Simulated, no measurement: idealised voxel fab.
The process module presented herein is designated voxel wiring stack.
Section shown: cut. Width: 190 nm. Cell size: 5 nm, square.
Square cells in a grid make up a cross-section in this document, and the grid is given as bands, listed from the top down, each one or more rows of cells.
Look at the band entry: it leads with the top's height and the bottom's height in nm. Then it lists the materials left to right, with a width in nm for each. The word "throughout" on a single material says that material fills the band edge to edge. The word "empty" is empty space.
Counting heights begins at 0, where everything beneath is, in the wafer as received, one material. The lowest band has no bottom; it goes on downwards, as "from 0 down" shows.
With a width like "30->40", each row of cells in the band differs from the next by the same amount, the top row carrying the first number and the bottom row the second.
"same as before" means the step left every cell of the cross-section as it was.
Any empty space of 8 cells or more lacking an open way to the top shows up in "Entrapped void list" as width x height at distance, distance from the left edge, in nm.
What comes after the settings on a step's line is commentary from the simulator itself on that step.
overlay nm: on a step with a mask, how far right of its planned place the mask lay; negative means left.
## Below is the list of planned process steps
1. RECEIVE with material Si
2. CONFORMAL_DEP with material SiO2, thk nm 10
3. DIRECTIONAL_DEP with material TiN, thk nm 5
4. DIRECTIONAL_DEP with material Ru, thk nm 20
5. PATTERN with tone cover, mask id METAL_1, material resist, width nm 20, pitch nm 45, thk nm 20, overlay nm 0
6. DIRECTIONAL_ETCH with etch materials Ru, depth nm 20
7. DIRECTIONAL_ETCH with etch materials TiN, depth nm 5
8. STRIP with etch materials resist
9. CONFORMAL_DEP with material SiN, thk nm 5
10. FILL_DEP with material SiO2, thk nm 5
11. CMP with height nm 35
12. CONFORMAL_DEP with material SiCN, thk nm 5
13. DIRECTIONAL_DEP with material lowk, thk nm 35
14. DIRECTIONAL_DEP with material aC, thk nm 10
15. PATTERN with tone open, mask id METAL_2, material resist, width nm 20, pitch nm 45, thk nm 25, overlay nm 0
16. DIRECTIONAL_ETCH with etch materials aC, depth nm 10
17. STRIP with etch materials resist
18. DIRECTIONAL_ETCH with etch materials lowk, depth nm 20
19. STRIP with etch materials aC
20. MASKED_ETCH with tone open, mask id METAL_2_HOLES, width nm 15, pitch nm 45, etch materials lowk, depth nm 15, overlay nm 0
21. MASKED_ETCH with tone open, mask id METAL_2_HOLES, width nm 15, pitch nm 45, etch materials SiCN, depth nm 5, overlay nm 0
22. CONFORMAL_DEP with material TiN, thk nm 5
23. FILL_DEP with material Cu, thk nm 5
24. CMP with height nm 75
25. CONFORMAL_DEP with material SiN, thk nm 5
## Incoming wafer in cross-section (state: after step 1)
from 0 down  Si throughout
Entrapped void list: none
## Run as planned - first of the two wafers cross-sectioned at the end of the module
from 80 to 75  SiN throughout
from 75 to 60  60 nm lowk / 5 nm TiN / 10 nm Cu / 5 nm TiN / 25 nm lowk / 5 nm TiN / 10 nm Cu / 5 nm TiN / 65 nm lowk
from 60 to 55  60 nm lowk / 5 nm TiN / 5 nm Cu / 10 nm TiN / 25 nm lowk / 5 nm TiN / 5 nm Cu / 10 nm TiN / 65 nm lowk
from 55 to 40  60 nm lowk / 5 nm TiN / 5 nm Cu / 5 nm TiN / 30 nm lowk / 5 nm TiN / 5 nm Cu / 5 nm TiN / 70 nm lowk
from 40 to 35  60 nm SiCN / 15 nm TiN / 30 nm SiCN / 15 nm TiN / 70 nm SiCN
from 35 to 15  55 nm SiO2 / 5 nm SiN / 20 nm Ru / 5 nm SiN / 15 nm SiO2 / 5 nm SiN / 20 nm Ru / 5 nm SiN / 60 nm SiO2
from 15 to 10  60 nm SiN / 20 nm TiN / 25 nm SiN / 20 nm TiN / 65 nm SiN
from 10 to 0  SiO2 throughout
from 0 down  Si throughout
Entrapped void list: none
## Cross-section at end of module for the second wafer of two, which matched the first in starting point and plan and differed by one mistake in its processing
from 80 to 75  SiN throughout
from 75 to 65  60 nm lowk / 5 nm TiN / 10->5 nm Cu / 5->10 nm TiN / 25 nm lowk / 5 nm TiN / 10->5 nm Cu / 5->10 nm TiN / 65 nm lowk
from 65 to 50  60 nm lowk / 5 nm TiN / 5 nm Cu / 5 nm TiN / 30 nm lowk / 5 nm TiN / 5 nm Cu / 5 nm TiN / 70 nm lowk
from 50 to 45  60 nm SiCN / 15 nm TiN / 30 nm SiCN / 15 nm TiN / 70 nm SiCN
from 45 to 35  SiCN throughout
from 35 to 15  55 nm SiO2 / 5 nm SiN / 20 nm Ru / 5 nm SiN / 15 nm SiO2 / 5 nm SiN / 20 nm Ru / 5 nm SiN / 60 nm SiO2
from 15 to 10  60 nm SiN / 20 nm TiN / 25 nm SiN / 20 nm TiN / 65 nm SiN
from 10 to 0  SiO2 throughout
from 0 down  Si throughout
Entrapped void list: none
The mistake made against the process plan was this: in deviation from the planned setting, step 12 was conducted as CONFORMAL_DEP with material SiCN, thk nm 15
Final difference in cells, second wafer against first, listed per material as more or fewer: 8 fewer of Cu | 76 more of SiCN | 8 fewer of TiN | 60 fewer of lowk
